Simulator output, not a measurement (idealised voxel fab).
voxel capacitor over wiring: a process module
The cross-section on display is named cut; it measures 180 nm wide, and its cells are 5 nm squares.
Cross-section format: a grid of square cells, given as bands from top to bottom; each band is one or more rows of cells.
Quick guide to a band line: top height, bottom height (nm) up front; then every material left to right with its width in nm. Only one material and it's marked "full width"? Then it fills the band edge to edge. And "blank" just means empty space.
Heights are measured from 0, the level below which the as-received wafer is all one material; the lowest band has no bottom and continues downward, written as in "0 and below".
Note: "30..40" means the width goes from the first number (top row of the band) to the second number (bottom row) in equal steps per row of cells.
Step note "no alteration" = no cross-section cell changed.
Empty spaces counting at least 8 cells and having no open way to the top are listed in "Unvented internal voids". The notation width x height at distance is used for each, the distance being from the left edge and all three values in nm.
If you see something after the settings on a step's line, that's the simulator's own remark about that step.
For masked steps, "overlay nm" on the step line gives how far right of plan the mask actually lay; a minus sign means it lay to the left.

Process steps - plan
| 1 | op RECEIVE | material Si |
| 2 | op CONFORMAL_DEP | material SiO2 | thk nm 10 |
| 3 | op CONFORMAL_DEP | material SiCN | thk nm 5 |
| 4 | op DIRECTIONAL_DEP | material lowk | thk nm 20 |
| 5 | op MASKED_ETCH | tone open | mask id METAL_1 | width nm 25 | pitch nm 95 | etch materials lowk | depth nm 20 | overlay nm 0 |
| 6 | op MASKED_ETCH | tone open | mask id METAL_1 | width nm 25 | pitch nm 95 | etch materials SiCN | depth nm 5 | overlay nm 0 |
| 7 | op CONFORMAL_DEP | material TiN | thk nm 5 |
| 8 | op FILL_DEP | material Cu | thk nm 5 |
| 9 | op CMP | height nm 35 |
| 10 | op CONFORMAL_DEP | material SiCN | thk nm 5 |
| 11 | op DIRECTIONAL_DEP | material SiO2 | thk nm 20 |
| 12 | op MASKED_ETCH | tone open | mask id PLUG_1 | width nm 15 | etch materials SiO2 | depth nm 20 | overlay nm 0 |
| 13 | op MASKED_ETCH | tone open | mask id PLUG_1 | width nm 15 | etch materials SiCN | depth nm 5 | overlay nm 0 |
| 14 | op CONFORMAL_DEP | material TiN | thk nm 5 |
| 15 | op FILL_DEP | material W | thk nm 10 |
| 16 | op CMP | height nm 60 |
| 17 | op DIRECTIONAL_DEP | material TiN | thk nm 10 |
| 18 | op DIRECTIONAL_DEP | material SiN | thk nm 5 |
| 19 | op DIRECTIONAL_DEP | material TiN | thk nm 5 |
| 20 | op DIRECTIONAL_DEP | material aC | thk nm 15 |
| 21 | op PATTERN | tone cover | mask id UPPER_PLATE | material resist | width nm 75 | thk nm 30 | overlay nm 0 |
| 22 | op DIRECTIONAL_ETCH | etch materials aC | depth nm 15 |
| 23 | op STRIP | etch materials resist |
| 24 | op DIRECTIONAL_ETCH | etch materials TiN | depth nm 5 |
| 25 | op DIRECTIONAL_ETCH | etch materials SiN | depth nm 5 |
| 26 | op STRIP | etch materials aC |
| 27 | op PATTERN | tone cover | mask id LOWER_PLATE | material resist | width nm 85 | thk nm 15 | overlay nm 0 |
| 28 | op DIRECTIONAL_ETCH | etch materials TiN | depth nm 10 |
| 29 | op STRIP | etch materials resist |
| 30 | op FILL_DEP | material SiO2 | thk nm 15 |
| 31 | op CMP | height nm 90 |
| 32 | op DIRECTIONAL_DEP | material aC | thk nm 15 |
| 33 | op PATTERN | tone open | mask id PLUG_2 | material resist | width nm 15 | thk nm 35 | overlay nm 0 |
| 34 | op DIRECTIONAL_ETCH | etch materials aC | depth nm 15 |
| 35 | op STRIP | etch materials resist |
| 36 | op DIRECTIONAL_ETCH | etch materials SiO2 | depth nm 10 |
| 37 | op STRIP | etch materials aC |
| 38 | op CONFORMAL_DEP | material TiN | thk nm 5 |
| 39 | op FILL_DEP | material W | thk nm 10 |
| 40 | op CMP | height nm 90 |
| 41 | op CONFORMAL_DEP | material SiCN | thk nm 5 |

Shown in cross-section is the wafer as received, that is, as it stands after step 1
* 0 and below: Si full width
* Unvented internal voids: none

End-of-module XS, first of two wafers, run as planned
* 95 down to 90: SiCN full width
* 90 down to 85: 50 of SiO2 | 5 of TiN | 5 of W | 5 of TiN | 115 of SiO2
* 85 down to 75: 50..40 of SiO2 | 15..75 of TiN | 115..65 of SiO2
* 75 down to 70: 40 of SiO2 | 75 of SiN | 65 of SiO2
* 70 down to 60: 35 of SiO2 | 85 of TiN | 60 of SiO2
* 60 down to 40: 40 of SiO2 | 5 of TiN | 5 of W | 5 of TiN | 125 of SiO2
* 40 down to 35: 40 of SiCN | 15 of TiN | 125 of SiCN
* 35 down to 15: 30 of lowk | 5 of TiN | 15 of Cu | 5 of TiN | 70 of lowk | 5 of TiN | 15 of Cu | 5 of TiN | 30 of lowk
* 15 down to 10: 30 of SiCN | 25 of TiN | 70 of SiCN | 25 of TiN | 30 of SiCN
* 10 down to 0: SiO2 full width
* 0 and below: Si full width
* Unvented internal voids: none

Second of two wafers, module complete, sectioned: it shares the first wafer's start and plan but was run with one mistake
* 95 down to 90: SiCN full width
* 90 down to 85: 50 of SiO2 | 5 of TiN | 5 of W | 5 of TiN | 115 of SiO2
* 85 down to 80: 50 of SiO2 | 15 of TiN | 115 of SiO2
* 80 down to 75: SiO2 full width
* 75 down to 70: 40 of SiO2 | 75 of TiN | 65 of SiO2
* 70 down to 60: 35 of SiO2 | 85 of TiN | 60 of SiO2
* 60 down to 40: 40 of SiO2 | 5 of TiN | 5 of W | 5 of TiN | 125 of SiO2
* 40 down to 35: 40 of SiCN | 15 of TiN | 125 of SiCN
* 35 down to 15: 30 of lowk | 5 of TiN | 15 of Cu | 5 of TiN | 70 of lowk | 5 of TiN | 15 of Cu | 5 of TiN | 30 of lowk
* 15 down to 10: 30 of SiCN | 25 of TiN | 70 of SiCN | 25 of TiN | 30 of SiCN
* 10 down to 0: SiO2 full width
* 0 and below: Si full width
* Unvented internal voids: none
Processing error: step 18 from the plan never happened, it was just skipped
Bottom line after processing is that, in cells, the second wafer is up or down on some materials versus the first: 15 fewer of SiN, 15 more of SiO2
